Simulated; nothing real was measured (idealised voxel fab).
Herein follows the process module entitled voxel self aligned contacts.
This is section cut - it's 265 nm across, gridded in 5 nm square cells.
Reading order for cross-sections: top band down to bottom band. Underlying form: a grid of square cells. Band size: one or more rows of cells.
Top, bottom (nm), then materials left to right with widths (nm); lone material tagged "edge to edge" fills the whole band edge to edge; "empty" = empty space.
Heights are reckoned from 0. Under this level, the received wafer is all of one material. The bottommost band is open-ended downward, for example "0 nm and below".
Width: "30->40" (first number = top row, second number = bottom row, same change from row to row of cells).
"nothing altered", as given for a step, is the statement that not any cell of the cross-section underwent a change during that step.
Entry "Closed-off voids". Content: empty spaces with no open connection to the top, size 8 cells or greater. Each: width x height at distance. Distance: from left edge. Unit: nm.
On each step's line, the part that comes after the settings is the simulator's own comment on the step.
Steps that use a mask can have "overlay nm" on their line. It says how far the mask sat to the right of where it was meant to be. Negative means to the left.

PLAN
1) op RECEIVE | material Si
2) op CONFORMAL_DEP | material SiO2 | thk nm 5
3) op DIRECTIONAL_DEP | material polySi | thk nm 20
4) op DIRECTIONAL_DEP | material SiN | thk nm 15
5) op PATTERN | tone cover | mask id GATE | material resist | width nm 35 | pitch nm 70 | thk nm 15 | overlay nm 0
6) op DIRECTIONAL_ETCH | etch materials SiN | depth nm 15
7) op DIRECTIONAL_ETCH | etch materials polySi | depth nm 20
8) op STRIP | etch materials resist
9) op CONFORMAL_DEP | material SiN | thk nm 5
10) op DIRECTIONAL_ETCH | etch materials SiN | depth nm 5
11) op FILL_DEP | material SiO2 | thk nm 10
12) op CMP | height nm 45
13) op PATTERN | tone open | mask id CONTACT | material resist | width nm 55 | thk nm 20 | overlay nm 0
14) op DIRECTIONAL_ETCH | etch materials SiO2 | depth nm 45
15) op STRIP | etch materials resist
16) op CONFORMAL_DEP | material TiN | thk nm 5
17) op FILL_DEP | material W | thk nm 5
18) op CMP | height nm 45
19) op CONFORMAL_DEP | material SiCN | thk nm 5

THE FOLLOWING PERTAINS TO THE FIRST OF TWO WAFERS, WHICH WAS PROCESSED AS PLANNED

CROSS-SECTIONAL VIEW OF THE WAFER IN ITS AS-RECEIVED CONDITION, CORRESPONDING TO THE STATE AFTER STEP 1
  0 nm and below: Si edge to edge
  Closed-off voids: none

CROSS-SECTION OF THE WAFER AFTER STEP 2
  5 nm to 0 nm: SiO2 edge to edge
  Everything below 0 is unchanged.

CROSS-SECTION OF THE WAFER AFTER STEP 3
  25 nm to 5 nm: polySi edge to edge
  Everything below 5 is unchanged.

CROSS-SECTION OF THE WAFER AFTER STEP 4
  40 nm to 25 nm: SiN edge to edge
  Everything below 25 is unchanged.

CROSS-SECTION OF THE WAFER AFTER STEP 5
  55 nm to 40 nm: 80 nm empty | 35 nm resist | 35 nm empty | 35 nm resist | 80 nm empty
  Everything below 40 is unchanged.

CROSS-SECTION OF THE WAFER AFTER STEP 6
  55 nm to 40 nm: 80 nm empty | 35 nm resist | 35 nm empty | 35 nm resist | 80 nm empty
  40 nm to 25 nm: 80 nm empty | 35 nm SiN | 35 nm empty | 35 nm SiN | 80 nm empty
  Everything below 25 is unchanged.

CROSS-SECTION OF THE WAFER AFTER STEP 7
  55 nm to 40 nm: 80 nm empty | 35 nm resist | 35 nm empty | 35 nm resist | 80 nm empty
  40 nm to 25 nm: 80 nm empty | 35 nm SiN | 35 nm empty | 35 nm SiN | 80 nm empty
  25 nm to 5 nm: 80 nm empty | 35 nm polySi | 35 nm empty | 35 nm polySi | 80 nm empty
  Everything below 5 is unchanged.

CROSS-SECTION OF THE WAFER AFTER STEP 8
  40 nm to 25 nm: 80 nm empty | 35 nm SiN | 35 nm empty | 35 nm SiN | 80 nm empty
  Everything below 25 is unchanged.

CROSS-SECTION OF THE WAFER AFTER STEP 9
  45 nm to 25 nm: 75 nm empty | 45 nm SiN | 25 nm empty | 45 nm SiN | 75 nm empty
  25 nm to 10 nm: 75 nm empty | 5 nm SiN | 35 nm polySi | 5 nm SiN | 25 nm empty | 5 nm SiN | 35 nm polySi | 5 nm SiN | 75 nm empty
  10 nm to 5 nm: 80 nm SiN | 35 nm polySi | 35 nm SiN | 35 nm polySi | 80 nm SiN
  Everything below 5 is unchanged.

CROSS-SECTION OF THE WAFER AFTER STEP 10
  40 nm to 25 nm: 75 nm empty | 45 nm SiN | 25 nm empty | 45 nm SiN | 75 nm empty
  25 nm to 5 nm: 75 nm empty | 5 nm SiN | 35 nm polySi | 5 nm SiN | 25 nm empty | 5 nm SiN | 35 nm polySi | 5 nm SiN | 75 nm empty
  Everything below 5 is unchanged.

CROSS-SECTION OF THE WAFER AFTER STEP 11
  50 nm to 40 nm: SiO2 edge to edge
  40 nm to 25 nm: 75 nm SiO2 | 45 nm SiN | 25 nm SiO2 | 45 nm SiN | 75 nm SiO2
  25 nm to 5 nm: 75 nm SiO2 | 5 nm SiN | 35 nm polySi | 5 nm SiN | 25 nm SiO2 | 5 nm SiN | 35 nm polySi | 5 nm SiN | 75 nm SiO2
  Everything below 5 is unchanged.

CROSS-SECTION OF THE WAFER AFTER STEP 12
  45 nm to 40 nm: SiO2 edge to edge
  Everything below 40 is unchanged.

CROSS-SECTION OF THE WAFER AFTER STEP 13
  65 nm to 45 nm: 105 nm resist | 55 nm empty | 105 nm resist
  Everything below 45 is unchanged.

CROSS-SECTION OF THE WAFER AFTER STEP 14
  65 nm to 45 nm: 105 nm resist | 55 nm empty | 105 nm resist
  45 nm to 40 nm: 105 nm SiO2 | 55 nm empty | 105 nm SiO2
  40 nm to 25 nm: 75 nm SiO2 | 45 nm SiN | 25 nm empty | 45 nm SiN | 75 nm SiO2
  25 nm to 5 nm: 75 nm SiO2 | 5 nm SiN | 35 nm polySi | 5 nm SiN | 25 nm empty | 5 nm SiN | 35 nm polySi | 5 nm SiN | 75 nm SiO2
  5 nm to 0 nm: 120 nm SiO2 | 25 nm empty | 120 nm SiO2
  Everything below 0 is unchanged.

CROSS-SECTION OF THE WAFER AFTER STEP 15
  45 nm to 40 nm: 105 nm SiO2 | 55 nm empty | 105 nm SiO2
  Everything below 40 is unchanged.

CROSS-SECTION OF THE WAFER AFTER STEP 16
  50 nm to 45 nm: 110 nm TiN | 45 nm empty | 110 nm TiN
  45 nm to 40 nm: 105 nm SiO2 | 20 nm TiN | 15 nm empty | 20 nm TiN | 105 nm SiO2
  40 nm to 25 nm: 75 nm SiO2 | 45 nm SiN | 5 nm TiN | 15 nm empty | 5 nm TiN | 45 nm SiN | 75 nm SiO2
  25 nm to 5 nm: 75 nm SiO2 | 5 nm SiN | 35 nm polySi | 5 nm SiN | 5 nm TiN | 15 nm empty | 5 nm TiN | 5 nm SiN | 35 nm polySi | 5 nm SiN | 75 nm SiO2
  5 nm to 0 nm: 120 nm SiO2 | 25 nm TiN | 120 nm SiO2
  Everything below 0 is unchanged.

CROSS-SECTION OF THE WAFER AFTER STEP 17
  55 nm to 50 nm: W edge to edge
  50 nm to 45 nm: 110 nm TiN | 45 nm W | 110 nm TiN
  45 nm to 40 nm: 105 nm SiO2 | 20 nm TiN | 15 nm W | 20 nm TiN | 105 nm SiO2
  40 nm to 25 nm: 75 nm SiO2 | 45 nm SiN | 5 nm TiN | 15 nm W | 5 nm TiN | 45 nm SiN | 75 nm SiO2
  25 nm to 5 nm: 75 nm SiO2 | 5 nm SiN | 35 nm polySi | 5 nm SiN | 5 nm TiN | 15 nm W | 5 nm TiN | 5 nm SiN | 35 nm polySi | 5 nm SiN | 75 nm SiO2
  Everything below 5 is unchanged.

CROSS-SECTION OF THE WAFER AFTER STEP 18
  45 nm to 40 nm: 105 nm SiO2 | 20 nm TiN | 15 nm W | 20 nm TiN | 105 nm SiO2
  Everything below 40 is unchanged.

CROSS-SECTION OF THE WAFER AFTER STEP 19
  50 nm to 45 nm: SiCN edge to edge
  Everything below 45 is unchanged.

THE REMAINING WAFER, SECOND OF THE TWO, STARTED LIKE THE FIRST AND WAS RUN TO THE SAME PLAN, EXCEPT THAT ONE MISTAKE WAS MADE ALONG THE WAY; THE TWO COINCIDE THROUGH STEP 18, INCLUSIVE

SECOND WAFER AT THE PLANNED FINISH OF STEP 19, SEEN IN CROSS-SECTION
  50 nm to 45 nm: SiN edge to edge
  Everything below 45 is unchanged.
Want to know what went wrong? the process deviated at step 19: the operation and settings actually run there were op CONFORMAL_DEP | material SiN | thk nm 5
Looking at both finished wafers in cells, the second ends up ahead of or behind the first on some materials: -53 SiCN, +53 SiN
